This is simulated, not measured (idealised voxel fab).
process module | voxel gate over fins
cross-section cut | 185 nm wide | cells 5 nm
A cross-section is a grid of square cells, given in bands from the top down. A band is one or more rows of cells.
Each band's line starts with the height of the band's top and of its bottom, in nm. Then come its materials from left to right, each with its width in nm. One material with "throughout" fills the band from edge to edge. "air" is empty space.
Height 0 is the level under which the wafer as received is all one material. The lowest band goes on downwards, as in "0 down".
A width such as "30 to 40" changes by the same amount from each row of cells to the next, from the band's top row to its bottom row.
"no change" after a step means that no cell of the cross-section changed.
closed voids: empty space of 8 cells or more with no open way to the top, each as width x height at its distance from the left edge, in nm
after a step's settings: what the simulator itself notes on the step
overlay nm, on a step with a mask: how far to the right of its planned place the mask lay; to the left if negative
plan
1 op RECEIVE | material Si
2 op CONFORMAL_DEP | material SiN | thk nm 10
3 op PATTERN | tone cover | mask id FINS | material resist | width nm 15 | pitch nm 45 | thk nm 20 | overlay nm 0
4 op DIRECTIONAL_ETCH | etch materials SiN | depth nm 10
5 op DIRECTIONAL_ETCH | etch materials Si | depth nm 35
6 op STRIP | etch materials resist
7 op FILL_DEP | material SiO2 | thk nm 5
8 op CMP | height nm 10
9 op SELECTIVE_ETCH | etch materials SiO2 | depth nm 20
10 op STRIP | etch materials SiN
11 op CONFORMAL_DEP | material HfO2 | thk nm 5
12 op CONFORMAL_DEP | material TiN | thk nm 5
13 op CONFORMAL_DEP | material TiAl | thk nm 5
14 op CONFORMAL_DEP | material TiN | thk nm 5
15 op FILL_DEP | material W | thk nm 15
16 op CMP | height nm 30
17 op CONFORMAL_DEP | material SiN | thk nm 5
as received, after step 1
  0 down: Si throughout
  closed voids: none
a wafer at the end: this start, this plan, one mistake
  35 to 30: SiN throughout
  30 to 20: W throughout
  20 to 10: W 40 | TiAl 100 | W 45
  10 to 5: TiAl 50 | TiN 35 | TiAl 10 | TiN 35 | TiAl 55
  5 to 0: TiAl 50 | TiN 5 | HfO2 25 | TiN 5 | TiAl 10 | TiN 5 | HfO2 25 | TiN 5 | TiAl 55
  0 to -5: TiN 55 | HfO2 5 | Si 15 | HfO2 5 | TiN 20 | HfO2 5 | Si 15 | HfO2 5 | TiN 60
  -5 to -10: HfO2 60 | Si 15 | HfO2 30 | Si 15 | HfO2 65
  -10 to -35: SiO2 60 | Si 15 | SiO2 30 | Si 15 | SiO2 65
  -35 down: Si throughout
  closed voids: none
what went wrong: step 14 ran as: op CONFORMAL_DEP | material TiAl | thk nm 5
